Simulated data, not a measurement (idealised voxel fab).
The document below concerns the process module designated voxel local oxidation.
240 nm wide, 5 nm square cells: that's cross-section cut.
A cross-section is written here as square cells arranged in a grid, and it is given in bands from the top down, each band taking up one or more rows of cells.
Top height, bottom height, nm. Materials left to right, width each, nm. Single material + "full width" = fills band edge to edge. "air" = empty.
Height reference: 0 = level under which incoming wafer is all one material. Lowest band: no bottom, runs on downward, e.g. "0 and below".
A two-number width, for instance "30..40", indicates that the width is equal to the first number in the top row of the band and to the second number in the bottom row, and that it changes by a constant amount per row of cells.
Step note "no modification" = no cross-section cell changed.
Entry "Closed void listing". Content: empty spaces with no open connection to the top, size 8 cells or greater. Each: width x height at distance. Distance: from left edge. Unit: nm.
On each step's line, the part that comes after the settings is the simulator's own comment on the step.
Steps that use a mask can have "overlay nm" on their line. It says how far the mask sat to the right of where it was meant to be. Negative means to the left.
Plan:
- 1: RECEIVE, material Si
- 2: OXIDIZE, depth nm 5
- 3: CONFORMAL_DEP, material SiN, thk nm 15
- 4: MASKED_ETCH, tone cover, mask id ACTIVE, width nm 105, etch materials SiN, depth nm 15, overlay nm 0
- 5: SELECTIVE_ETCH, etch materials SiO2, depth nm 5
- 6: OXIDIZE, depth nm 10
- 7: STRIP, etch materials SiN
The value of width nm given for step 4 in the plan refers to the first wafer; the wafers vary in this setting and are alike at the start.
Here's the first of the wafers in cross-section, just as we got it, i.e. after step 1:
	0 and below | Si full width
	Closed void listing: none
Take a look at the first of several wafers in cross-section: the module is done, and step 7 was its last step:
	0 down to -5 | air 70 nm, then SiO2 95 nm, then air 75 nm
	-5 down to -15 | SiO2 80 nm, then Si 75 nm, then SiO2 85 nm
	-15 and below | Si full width
	Closed void listing: none
So this is the cross-section on the last wafer at the end of the module:
	0 down to -5 | air 60 nm, then SiO2 120 nm, then air 60 nm
	-5 down to -15 | SiO2 70 nm, then Si 100 nm, then SiO2 70 nm
	-15 and below | Si full width
	Closed void listing: none
Row per wafer, end-of-module: cell gain (+)/loss (-) by material since the wafer came in, then closed voids:
width nm 105 | -114 Si | +85 SiO2 | Closed void listing: none
width nm 110 | -112 Si | +84 SiO2 | Closed void listing: none
width nm 115 | -110 Si | +83 SiO2 | Closed void listing: none
width nm 120 | -108 Si | +82 SiO2 | Closed void listing: none
width nm 125 | -106 Si | +81 SiO2 | Closed void listing: none
width nm 130 | -104 Si | +80 SiO2 | Closed void listing: none
